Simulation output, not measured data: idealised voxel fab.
process module | voxel self aligned vias
cross-section cut | 255 nm wide | cells 5 nm
A cross-section is a grid of square cells, given in bands from the top down. A band is one or more rows of cells.
Each band's line starts with the height of the band's top and of its bottom, in nm. Then come its materials from left to right, each with its width in nm. One material with "throughout" fills the band from edge to edge. "air" is empty space.
Height 0 is the level under which the wafer as received is all one material. The lowest band goes on downwards, as in "0 down".
A width such as "30 to 40" changes by the same amount from each row of cells to the next, from the band's top row to its bottom row.
"no change" after a step means that no cell of the cross-section changed.
closed voids: empty space of 8 cells or more with no open way to the top, each as width x height at its distance from the left edge, in nm
after a step's settings: what the simulator itself notes on the step
overlay nm, on a step with a mask: how far to the right of its planned place the mask lay; to the left if negative
plan
1 op RECEIVE | material Si
2 op CONFORMAL_DEP | material SiO2 | thk nm 15
3 op CONFORMAL_DEP | material SiCN | thk nm 5
4 op DIRECTIONAL_DEP | material lowk | thk nm 25
5 op PATTERN | tone open | mask id LINES | material resist | width nm 30 | pitch nm 70 | thk nm 15 | overlay nm 0
6 op DIRECTIONAL_ETCH | etch materials lowk | depth nm 25
7 op STRIP | etch materials resist
8 op CONFORMAL_DEP | material TiN | thk nm 5
9 op FILL_DEP | material W | thk nm 10
10 op CMP | height nm 45
11 op SELECTIVE_ETCH | etch materials W Ru TiN | depth nm 5
12 op FILL_DEP | material SiN | thk nm 5
13 op CMP | height nm 45
14 op DIRECTIONAL_DEP | material lowk | thk nm 15
15 op DIRECTIONAL_DEP | material aC | thk nm 15
16 op PATTERN | tone open | mask id VIAS | material resist | width nm 50 | pitch nm 70 | thk nm 30 | overlay nm 0
17 op DIRECTIONAL_ETCH | etch materials aC | depth nm 15
18 op STRIP | etch materials resist
19 op DIRECTIONAL_ETCH | etch materials lowk | depth nm 15
20 op DIRECTIONAL_ETCH | etch materials SiN | depth nm 5
21 op STRIP | etch materials aC
22 op CONFORMAL_DEP | material TiN | thk nm 5
23 op FILL_DEP | material Cu | thk nm 10
24 op CMP | height nm 60
25 op CONFORMAL_DEP | material SiN | thk nm 5
as received, after step 1
  0 down: Si throughout
  closed voids: none
a wafer at the end: this start, this plan, one mistake
  65 to 60: SiN throughout
  60 to 50: lowk 60 | TiN 5 | Cu 40 | TiN 5 | lowk 20 | TiN 5 | Cu 40 | TiN 5 | lowk 75
  50 to 45: lowk 60 | TiN 20 | Cu 20 | TiN 10 | lowk 20 | TiN 20 | Cu 20 | TiN 10 | lowk 75
  45 to 40: lowk 75 | TiN 30 | lowk 40 | TiN 30 | lowk 80
  40 to 25: lowk 75 | TiN 5 | W 20 | TiN 5 | lowk 40 | TiN 5 | W 20 | TiN 5 | lowk 80
  25 to 20: lowk 75 | TiN 30 | lowk 40 | TiN 30 | lowk 80
  20 to 15: SiCN throughout
  15 to 0: SiO2 throughout
  0 down: Si throughout
  closed voids: none
what went wrong: step 16 ran as: op PATTERN | tone open | mask id VIAS | material resist | width nm 50 | pitch nm 70 | thk nm 30 | overlay nm -5
